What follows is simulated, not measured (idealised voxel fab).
The process module presented herein is designated voxel trench capacitor.
FYI the section here is cut, 300 nm wide, cells are 5 nm squares.
Bands, listed from the top down, are how a cross-section gets written in this document; the cross-section itself is a grid of square cells, and a band is one or more rows of them.
A band entry consists of two parts. The first gives the height of the band's top and the height of its bottom, in nm. The rest lists the band's materials from left to right, each with its width in nm. A single material labelled with the word "full width" fills the band from edge to edge, and the word "air" marks empty space.
Heads up on the height convention: 0 is the point under which the incoming wafer is all one material, and the lowest band has no bottom, it just keeps going down, like "0 and below".
A width such as "30..40" changes by the same amount from each row of cells to the next, from the band's top row to its bottom row.
Step note "no change" = no cross-section cell changed.
Under "Cavities, closed" you'll find the enclosed gaps, the ones with no way out to the top, that are 8 cells or bigger; each reads width x height at distance, with distance counted from the left edge, everything in nm.
On each step's line, the part that comes after the settings is the simulator's own comment on the step.
overlay nm: step with mask; distance mask lay right of planned place; negative value = left of planned place.

**The planned process steps are enumerated hereunder**
1,RECEIVE | material Si
2,CONFORMAL_DEP | material SiN | thk nm 10
3,MASKED_ETCH | tone open | mask id TRENCH | width nm 20 | pitch nm 55 | etch materials SiN | depth nm 10 | overlay nm 0
4,MASKED_ETCH | tone open | mask id TRENCH | width nm 30 | pitch nm 55 | etch materials Si | depth nm 30 | overlay nm 0
5,CONFORMAL_DEP | material HfO2 | thk nm 5
6,CONFORMAL_DEP | material TiN | thk nm 5
7,FILL_DEP | material W | thk nm 10
8,CMP | height nm 10
Same starting wafers, different width nm at step 3. Plan value belongs to the first wafer.

**After step 1, as received: first of several wafers, cross-section**
- 0 and below: Si full width
- Cavities, closed: none

**First of several wafers in cross-section at module end, following the final step, step 8**
- 10 down to 0: 55 of SiN, then 5 of HfO2, then 10 of TiN, then 5 of HfO2, then 35 of SiN, then 5 of HfO2, then 10 of TiN, then 5 of HfO2, then 35 of SiN, then 5 of HfO2, then 10 of TiN, then 5 of HfO2, then 35 of SiN, then 5 of HfO2, then 10 of TiN, then 5 of HfO2, then 60 of SiN
- 0 down to -25: 55 of Si, then 5 of HfO2, then 10 of TiN, then 5 of HfO2, then 35 of Si, then 5 of HfO2, then 10 of TiN, then 5 of HfO2, then 35 of Si, then 5 of HfO2, then 10 of TiN, then 5 of HfO2, then 35 of Si, then 5 of HfO2, then 10 of TiN, then 5 of HfO2, then 60 of Si
- -25 down to -30: 55 of Si, then 20 of HfO2, then 35 of Si, then 20 of HfO2, then 35 of Si, then 20 of HfO2, then 35 of Si, then 20 of HfO2, then 60 of Si
- -30 and below: Si full width
- Cavities, closed: none

**Cross-sectional view, end of module, last wafer of several**
- 10 down to 0: 45 of SiN, then 5..10 of HfO2, then 10..5 of TiN, then 10 of W, then 10..5 of TiN, then 5..10 of HfO2, then 15 of SiN, then 5..10 of HfO2, then 10..5 of TiN, then 10 of W, then 10..5 of TiN, then 5..10 of HfO2, then 15 of SiN, then 5..10 of HfO2, then 10..5 of TiN, then 10 of W, then 10..5 of TiN, then 5..10 of HfO2, then 15 of SiN, then 5..10 of HfO2, then 10..5 of TiN, then 10 of W, then 10..5 of TiN, then 5..10 of HfO2, then 50 of SiN
- 0 down to -20: 50 of Si, then 5 of HfO2, then 5 of TiN, then 10 of W, then 5 of TiN, then 5 of HfO2, then 25 of Si, then 5 of HfO2, then 5 of TiN, then 10 of W, then 5 of TiN, then 5 of HfO2, then 25 of Si, then 5 of HfO2, then 5 of TiN, then 10 of W, then 5 of TiN, then 5 of HfO2, then 25 of Si, then 5 of HfO2, then 5 of TiN, then 10 of W, then 5 of TiN, then 5 of HfO2, then 55 of Si
- -20 down to -25: 50 of Si, then 5 of HfO2, then 20 of TiN, then 5 of HfO2, then 25 of Si, then 5 of HfO2, then 20 of TiN, then 5 of HfO2, then 25 of Si, then 5 of HfO2, then 20 of TiN, then 5 of HfO2, then 25 of Si, then 5 of HfO2, then 20 of TiN, then 5 of HfO2, then 55 of Si
- -25 down to -30: 50 of Si, then 30 of HfO2, then 25 of Si, then 30 of HfO2, then 25 of Si, then 30 of HfO2, then 25 of Si, then 30 of HfO2, then 55 of Si
- -30 and below: Si full width
- Cavities, closed: none

**Below, a row for every wafer. Read it as the end-of-module picture: for each material the wafer shows its cells gained (+) or lost (-) since it was received, and then its closed voids**
width nm 20 | +72 HfO2 | -96 Si | +88 SiN | +56 TiN | Cavities, closed: none
width nm 25 | +76 HfO2 | -120 Si | +80 SiN | +60 TiN | +24 W | Cavities, closed: none
width nm 30 | +80 HfO2 | -144 Si | +72 SiN | +64 TiN | +48 W | Cavities, closed: none
width nm 35 | +84 HfO2 | -144 Si | +64 SiN | +68 TiN | +48 W | Cavities, closed: none
width nm 40 | +88 HfO2 | -144 Si | +56 SiN | +72 TiN | +48 W | Cavities, closed: none
